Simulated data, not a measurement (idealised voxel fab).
voxel ribs on slabs: a process module
The cross-section shown here is cut; it is 260 nm wide and divided into square cells measuring 5 nm on a side.
Cross-section = grid of square cells, listed top down in bands; band = one or more rows.
Band: top and bottom heights (nm) first, top before bottom; then materials from left to right, widths in nm. "full width" marks a sole material filling the band edge to edge. "blank" denotes empty space.
We count height from 0. Below that, the starting wafer is all one material. The lowest band never ends at the bottom but goes on down; see "0 and below" for how that is written.
A width given as "30->40" starts at the first number in the band's top row and ends at the second number in its bottom row, shifting by an equal amount at every step from row to row.
Key: "nothing different" - step with no changed cell in the cross-section.
You'll see "Enclosed internal cavities" listing empty spaces that have no way open to the top, as long as they're 8 cells or more; the notation is width x height at distance, where the distance is from the left edge, and all of it is in nm.
Past the settings on a step's line: simulator remark, on that step.
A step's line can hold "overlay nm"; with a mask on that step, the setting says how far right of the planned place the mask lay, while a negative setting says it lay to the left.
What follows is a series of pairs. Each pair shows a cross-section before one process step and the cross-section after it, and the after view is drawn only down to the lowest band that changed. Beneath each pair is the step that lies between the two, with its settings. Pairs may come from different runs of this module on the same starting wafer, so a pair continues from the one above it only where its entry headed "State before" says so.

State before
* 60 down to 45  SiO2 full width
* 45 down to 25  115 of SiO2 | 20 of polySi | 125 of SiO2
* 25 down to 20  100 of SiO2 | 60 of polySi | 100 of SiO2
* 20 down to 0  SiO2 full width
* 0 and below  Si full width
* Enclosed internal cavities: none

Post-Process Section
* 55 down to 45  SiO2 full width
* Under 45: no change, same as before.
* Enclosed internal cavities: none
Connecting step for the cross-sections above: CMP (height nm 55)

State before: Please consult the pair immediately above; the cross-section it shows after its step is the state before this step.

Post-Process Section
* 60 down to 55  TiN full width
* Under 55: no change, same as before.
* Enclosed internal cavities: none
Connecting step for the cross-sections above: DIRECTIONAL_DEP (material TiN; thk nm 5)

State before: Please consult the pair immediately above; the cross-section it shows after its step is the state before this step.

Post-Process Section
* 70 down to 60  aC full width
* Under 60: no change, same as before.
* Enclosed internal cavities: none
Connecting step for the cross-sections above: DIRECTIONAL_DEP (material aC; thk nm 10)

State before: Please consult the pair immediately above; the cross-section it shows after its step is the state before this step.

Post-Process Section
* 100 down to 70  115 of blank | 30 of resist | 115 of blank
* Under 70: no change, same as before.
* Enclosed internal cavities: none
Connecting step for the cross-sections above: PATTERN (tone cover; mask id HEATER; material resist; width nm 30; thk nm 30; overlay nm 0)

State before: Please consult the pair immediately above; the cross-section it shows after its step is the state before this step.

Post-Process Section
* 90 down to 70  115 of blank | 30 of resist | 115 of blank
* 70 down to 60  115 of blank | 30 of aC | 115 of blank
* Under 60: no change, same as before.
* Enclosed internal cavities: none
Connecting step for the cross-sections above: DIRECTIONAL_ETCH (etch materials aC; depth nm 10)

State before: Please consult the pair immediately above; the cross-section it shows after its step is the state before this step.

Post-Process Section
* 70 down to 60  115 of blank | 30 of aC | 115 of blank
* Under 60: no change, same as before.
* Enclosed internal cavities: none
Connecting step for the cross-sections above: STRIP (etch materials resist)

State before: Please consult the pair immediately above; the cross-section it shows after its step is the state before this step.

Post-Process Section
* 70 down to 60  115 of blank | 30 of aC | 115 of blank
* 60 down to 55  115 of blank | 30 of TiN | 115 of blank
* Under 55: no change, same as before.
* Enclosed internal cavities: none
Connecting step for the cross-sections above: DIRECTIONAL_ETCH (etch materials TiN; depth nm 5)

State before: Please consult the pair immediately above; the cross-section it shows after its step is the state before this step.

Post-Process Section
* 60 down to 55  115 of blank | 30 of TiN | 115 of blank
* Under 55: no change, same as before.
* Enclosed internal cavities: none
Connecting step for the cross-sections above: STRIP (etch materials aC)

State before: Please consult the pair immediately above; the cross-section it shows after its step is the state before this step.

Post-Process Section
* 70 down to 65  105 of blank | 50 of SiN | 105 of blank
* 65 down to 60  SiN full width
* 60 down to 55  115 of SiN | 30 of TiN | 115 of SiN
* Under 55: no change, same as before.
* Enclosed internal cavities: none
Connecting step for the cross-sections above: CONFORMAL_DEP (material SiN; thk nm 10)

State before
* 60 down to 55  TiN full width
* 55 down to 45  SiO2 full width
* 45 down to 25  120 of SiO2 | 20 of polySi | 120 of SiO2
* 25 down to 20  100 of SiO2 | 60 of polySi | 100 of SiO2
* 20 down to 0  SiO2 full width
* 0 and below  Si full width
* Enclosed internal cavities: none

Post-Process Section
* 70 down to 60  SiN full width
* Under 60: no change, same as before.
* Enclosed internal cavities: none
Connecting step for the cross-sections above: DIRECTIONAL_DEP (material SiN; thk nm 10)

State before: Please consult the pair immediately above; the cross-section it shows after its step is the state before this step.

Post-Process Section
* 100 down to 70  115 of blank | 30 of resist | 115 of blank
* Under 70: no change, same as before.
* Enclosed internal cavities: none
Connecting step for the cross-sections above: PATTERN (tone cover; mask id HEATER; material resist; width nm 30; thk nm 30; overlay nm 0)

State before: Please consult the pair immediately above; the cross-section it shows after its step is the state before this step.

Post-Process Section
* 90 down to 70  115 of blank | 30 of resist | 115 of blank
* Under 70: no change, same as before.
* Enclosed internal cavities: none
Connecting step for the cross-sections above: DIRECTIONAL_ETCH (etch materials aC; depth nm 10)

State before: Please consult the pair immediately above; the cross-section it shows after its step is the state before this step.

Post-Process Section
* 70 down to 60  SiN full width
* Under 60: no change, same as before.
* Enclosed internal cavities: none
Connecting step for the cross-sections above: STRIP (etch materials resist)

State before: Please consult the pair immediately above; the cross-section it shows after its step is the state before this step.

Post-Process Section
* 80 down to 60  SiN full width
* Under 60: no change, same as before.
* Enclosed internal cavities: none
Connecting step for the cross-sections above: CONFORMAL_DEP (material SiN; thk nm 10)

State before
* 60 down to 45  120 of blank | 20 of aC | 120 of blank
* 45 down to 40  120 of blank | 20 of polySi | 120 of blank
* 40 down to 25  120 of aC | 20 of polySi | 120 of aC
* 25 down to 20  polySi full width
* 20 down to 0  SiO2 full width
* 0 and below  Si full width
* Enclosed internal cavities: none

Post-Process Section
* 95 down to 60  100 of resist | 60 of blank | 100 of resist
* 60 down to 45  100 of resist | 20 of blank | 20 of aC | 20 of blank | 100 of resist
* 45 down to 40  100 of resist | 20 of blank | 20 of polySi | 20 of blank | 100 of resist
* Under 40: no change, same as before.
* Enclosed internal cavities: none
Connecting step for the cross-sections above: PATTERN (tone open; mask id SLAB; material resist; width nm 60; thk nm 35; overlay nm 0)

State before: Please consult the pair immediately above; the cross-section it shows after its step is the state before this step.

Post-Process Section
* 80 down to 45  100 of resist | 60 of blank | 100 of resist
* 45 down to 40  100 of resist | 20 of blank | 20 of polySi | 20 of blank | 100 of resist
* 40 down to 25  100 of aC | 20 of blank | 20 of polySi | 20 of blank | 100 of aC
* Under 25: no change, same as before.
* Enclosed internal cavities: none
Connecting step for the cross-sections above: DIRECTIONAL_ETCH (etch materials aC; depth nm 15)

State before: Please consult the pair immediately above; the cross-section it shows after its step is the state before this step.

Post-Process Section
* 45 down to 40  120 of blank | 20 of polySi | 120 of blank
* Under 40: no change, same as before.
* Enclosed internal cavities: none
Connecting step for the cross-sections above: STRIP (etch materials resist)

State before: Please consult the pair immediately above; the cross-section it shows after its step is the state before this step.

Post-Process Section
* 40 down to 25  100 of aC | 20 of blank | 20 of polySi | 20 of blank | 100 of aC
* 25 down to 20  100 of polySi | 20 of blank | 20 of polySi | 20 of blank | 100 of polySi
* Under 20: no change, same as before.
* Enclosed internal cavities: none
Connecting step for the cross-sections above: DIRECTIONAL_ETCH (etch materials polySi; depth nm 5)

State before: Please consult the pair immediately above; the cross-section it shows after its step is the state before this step.

Post-Process Section
* 40 down to 25  120 of blank | 20 of polySi | 120 of blank
* Under 25: no change, same as before.
* Enclosed internal cavities: none
Connecting step for the cross-sections above: STRIP (etch materials aC)

State before: Please consult the pair immediately above; the cross-section it shows after its step is the state before this step.

Post-Process Section
* 55 down to 40  SiO2 full width
* 40 down to 25  120 of SiO2 | 20 of polySi | 120 of SiO2
* 25 down to 20  100 of polySi | 20 of SiO2 | 20 of polySi | 20 of SiO2 | 100 of polySi
* Under 20: no change, same as before.
* Enclosed internal cavities: none
Connecting step for the cross-sections above: FILL_DEP (material SiO2; thk nm 15)

State before: Please consult the pair immediately above; the cross-section it shows after its step is the state before this step.

Post-Process Section
* 60 down to 55  TiN full width
* Under 55: no change, same as before.
* Enclosed internal cavities: none
Connecting step for the cross-sections above: DIRECTIONAL_DEP (material TiN; thk nm 5)

State before: Please consult the pair immediately above; the cross-section it shows after its step is the state before this step.

Post-Process Section
* 70 down to 60  aC full width
* Under 60: no change, same as before.
* Enclosed internal cavities: none
Connecting step for the cross-sections above: DIRECTIONAL_DEP (material aC; thk nm 10)

State before: Please consult the pair immediately above; the cross-section it shows after its step is the state before this step.

Post-Process Section
* 100 down to 70  115 of blank | 30 of resist | 115 of blank
* Under 70: no change, same as before.
* Enclosed internal cavities: none
Connecting step for the cross-sections above: PATTERN (tone cover; mask id HEATER; material resist; width nm 30; thk nm 30; overlay nm 0)

State before: Please consult the pair immediately above; the cross-section it shows after its step is the state before this step.

Post-Process Section
* 90 down to 70  115 of blank | 30 of resist | 115 of blank
* 70 down to 60  115 of blank | 30 of aC | 115 of blank
* Under 60: no change, same as before.
* Enclosed internal cavities: none
Connecting step for the cross-sections above: DIRECTIONAL_ETCH (etch materials aC; depth nm 10)

State before: Please consult the pair immediately above; the cross-section it shows after its step is the state before this step.

Post-Process Section
* 70 down to 60  115 of blank | 30 of aC | 115 of blank
* Under 60: no change, same as before.
* Enclosed internal cavities: none
Connecting step for the cross-sections above: STRIP (etch materials resist)

State before: Please consult the pair immediately above; the cross-section it shows after its step is the state before this step.

Post-Process Section
* 70 down to 60  115 of blank | 30 of aC | 115 of blank
* 60 down to 55  115 of blank | 30 of TiN | 115 of blank
* Under 55: no change, same as before.
* Enclosed internal cavities: none
Connecting step for the cross-sections above: DIRECTIONAL_ETCH (etch materials TiN; depth nm 5)

State before: Please consult the pair immediately above; the cross-section it shows after its step is the state before this step.

Post-Process Section
* 60 down to 55  115 of blank | 30 of TiN | 115 of blank
* Under 55: no change, same as before.
* Enclosed internal cavities: none
Connecting step for the cross-sections above: STRIP (etch materials aC)

State before: Please consult the pair immediately above; the cross-section it shows after its step is the state before this step.

Post-Process Section
* 70 down to 65  105 of blank | 50 of SiN | 105 of blank
* 65 down to 60  SiN full width
* 60 down to 55  115 of SiN | 30 of TiN | 115 of SiN
* Under 55: no change, same as before.
* Enclosed internal cavities: none
Connecting step for the cross-sections above: CONFORMAL_DEP (material SiN; thk nm 10)
